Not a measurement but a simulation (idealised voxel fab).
Presented below is a process module, voxel self aligned contacts.
Section shown: cut. Width: 155 nm. Cell size: 5 nm, square.
Notation: cross-section as square-cell grid; stated in bands, top first, going down; one or more cell rows per band.
Each band's line starts with the height of the band's top and of its bottom, in nm. Then come its materials from left to right, each with its width in nm. One material with "all across" fills the band from edge to edge. "air" is empty space.
Below 0: as-received wafer, all one material; heights counted from there. Lowest band: no bottom, goes on down, written "from 0 down".
Quick explanation for "30..40": the width changes in equal steps down the rows of cells, from the first number in the band's top row to the second number in its bottom row.
Where the words "nothing got changed" appear for a step, the cross-section shows no cell changed by that step; every cell remained as before.
Encapsulated voids: empty space of 8 cells or more with no open way to the top, each as width x height at its distance from the left edge, in nm
Read whatever lies past the settings on a step's line as the simulator's own remark about the step.
"overlay nm" on a masked step: distance the mask lay right of its planned place, negative for left.
PLAN
1 RECEIVE | material Si
2 OXIDIZE | depth nm 5
3 DIRECTIONAL_DEP | material polySi | thk nm 30
4 DIRECTIONAL_DEP | material SiN | thk nm 25
5 PATTERN | tone cover | mask id GATE | material resist | width nm 25 | pitch nm 65 | thk nm 20 | overlay nm -15
6 DIRECTIONAL_ETCH | etch materials SiN | depth nm 25
7 DIRECTIONAL_ETCH | etch materials polySi | depth nm 30
8 STRIP | etch materials resist
9 CONFORMAL_DEP | material SiN | thk nm 10
10 DIRECTIONAL_ETCH | etch materials SiN | depth nm 10
11 FILL_DEP | material SiO2 | thk nm 20
12 CMP | height nm 65
13 PATTERN | tone open | mask id CONTACT | material resist | width nm 50 | thk nm 20 | overlay nm 0
14 DIRECTIONAL_ETCH | etch materials SiO2 | depth nm 70
15 STRIP | etch materials resist
16 CONFORMAL_DEP | material TiN | thk nm 5
17 FILL_DEP | material W | thk nm 5
18 CMP | height nm 65
19 CONFORMAL_DEP | material SiN | thk nm 5
varied across the wafers: overlay nm of step 5. The plan shows the first wafer's value. All wafers start alike
CROSS-SECTION OF THE FIRST OF SEVERAL WAFERS AS RECEIVED (AFTER STEP 1)
> from 0 down = Si all across
> Encapsulated voids: none
TAKE A LOOK AT THE FIRST OF SEVERAL WAFERS IN CROSS-SECTION: THE MODULE IS DONE, AND STEP 19 WAS ITS LAST STEP
> from 70 to 65 = SiN all across
> from 65 to 55 = SiO2 50, TiN 5, W 40..10, TiN 5..35, SiO2 55
> from 55 to 30 = SiO2 5, SiN 45, TiN 5, W 10, TiN 5, SiN 45, SiO2 40
> from 30 to 0 = SiO2 5, SiN 10, polySi 25, SiN 10, TiN 5, W 10, TiN 5, SiN 10, polySi 25, SiN 10, SiO2 40
> from 0 to -5 = SiO2 50, TiN 20, SiO2 85
> from -5 down = Si all across
> Encapsulated voids: none
MODULE END, FINAL WAFER: CROSS-SECTION
> from 70 to 65 = SiN all across
> from 65 to 55 = SiO2 50, TiN 5..35, W 40..10, TiN 5, SiO2 55
> from 55 to 30 = SiO2 35, SiN 45, TiN 5, W 10, TiN 5, SiN 45, SiO2 10
> from 30 to 0 = SiO2 35, SiN 10, polySi 25, SiN 10, TiN 5, W 10, TiN 5, SiN 10, polySi 25, SiN 10, SiO2 10
> from 0 to -5 = SiO2 80, TiN 20, SiO2 55
> from -5 down = Si all across
> Encapsulated voids: none
THE ROWS OF THE TABLE BELOW ARE WAFERS. LOOKING AT THE END OF THE MODULE, A ROW COUNTS, FOR EVERY MATERIAL, THE CELLS THE WAFER HAS GAINED, SHOWN AS (+), OR LOST, SHOWN AS (-), SINCE IT WAS RECEIVED; ITS CLOSED VOIDS COME NEXT
overlay nm -15, -31 Si, +169 SiN, +168 SiO2, +36 TiN, +32 W, +60 polySi, Encapsulated voids: none
overlay nm -10, -31 Si, +169 SiN, +168 SiO2, +36 TiN, +32 W, +60 polySi, Encapsulated voids: none
overlay nm -5, -31 Si, +169 SiN, +168 SiO2, +36 TiN, +32 W, +60 polySi, Encapsulated voids: none
overlay nm 0, -31 Si, +169 SiN, +168 SiO2, +36 TiN, +32 W, +60 polySi, Encapsulated voids: none
overlay nm 5, -31 Si, +169 SiN, +168 SiO2, +36 TiN, +32 W, +60 polySi, Encapsulated voids: none
overlay nm 10, -31 Si, +169 SiN, +168 SiO2, +36 TiN, +32 W, +60 polySi, Encapsulated voids: none
overlay nm 15, -31 Si, +169 SiN, +168 SiO2, +36 TiN, +32 W, +60 polySi, Encapsulated voids: none
